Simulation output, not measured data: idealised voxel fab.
Process module name: voxel released beams
We display cut, a cross-section 150 nm in width whose square cells are each 5 nm.
A cross-section is written here as square cells arranged in a grid, and it is given in bands from the top down, each band taking up one or more rows of cells. Band: top height; bottom height; in nm. Then, left to right: material with width in nm, for each material. "edge to edge": a single material spanning edge to edge. "air": empty space. Convention: height 0 is the level below which the wafer, as received, is all one material. The lowest band does not terminate at the bottom but continues downward, represented as "0 nm and below". The two numbers in a width such as "30..40" mark its ends across the band: the first belongs to the top row of cells, the second to the bottom row, and from each row to the next the width moves by the same amount. Key: "remained the same" - step with no changed cell in the cross-section. "Enclosed empty spaces" specifies each empty space that is not open to the top and that occupies no fewer than 8 cells, using the form width x height at distance, the distance measured from the left edge and all three quantities in nm. Text after the settings on a step's line: the simulator's own remark on that step. "overlay nm" answers the question of how far to the right of plan the mask lay on a step that has a mask, and when it is negative the answer is to the left.
Steps in the process plan:
1. RECEIVE,material Si
2. CONFORMAL_DEP,material SiN,thk nm 10
3. DIRECTIONAL_DEP,material SiO2,thk nm 20
4. DIRECTIONAL_DEP,material aC,thk nm 15
5. PATTERN,tone open,mask id ANCHOR,material resist,width nm 25,thk nm 30,overlay nm 0
6. DIRECTIONAL_ETCH,etch materials aC,depth nm 15
7. STRIP,etch materials resist
8. DIRECTIONAL_ETCH,etch materials SiO2,depth nm 20
9. STRIP,etch materials aC
10. CONFORMAL_DEP,material TiN,thk nm 10
11. MASKED_ETCH,tone cover,mask id BEAM,width nm 85,etch materials TiN,depth nm 10,overlay nm 0
12. STRIP,etch materials SiO2
Cross-sectional view of the wafer in its as-received condition, corresponding to the state after step 1:
> 0 nm and below: Si edge to edge
> Enclosed empty spaces: none
Same starting wafer, same plan as above, one mistake in the execution; this is the cross-section at the end of the module:
> 40 nm to 30 nm: air: 35, TiN: 10, air: 5, TiN: 65, air: 35
> 30 nm to 20 nm: air: 35, TiN: 10, air: 5, TiN: 10, air: 90
> 20 nm to 10 nm: air: 35, TiN: 25, air: 90
> 10 nm to 0 nm: SiN edge to edge
> 0 nm and below: Si edge to edge
> Enclosed empty spaces: none
Deviation noted in wafer processing: step 11 off recipe, ran as MASKED_ETCH,tone cover,mask id BEAM,width nm 80,etch materials TiN,depth nm 10,overlay nm 0
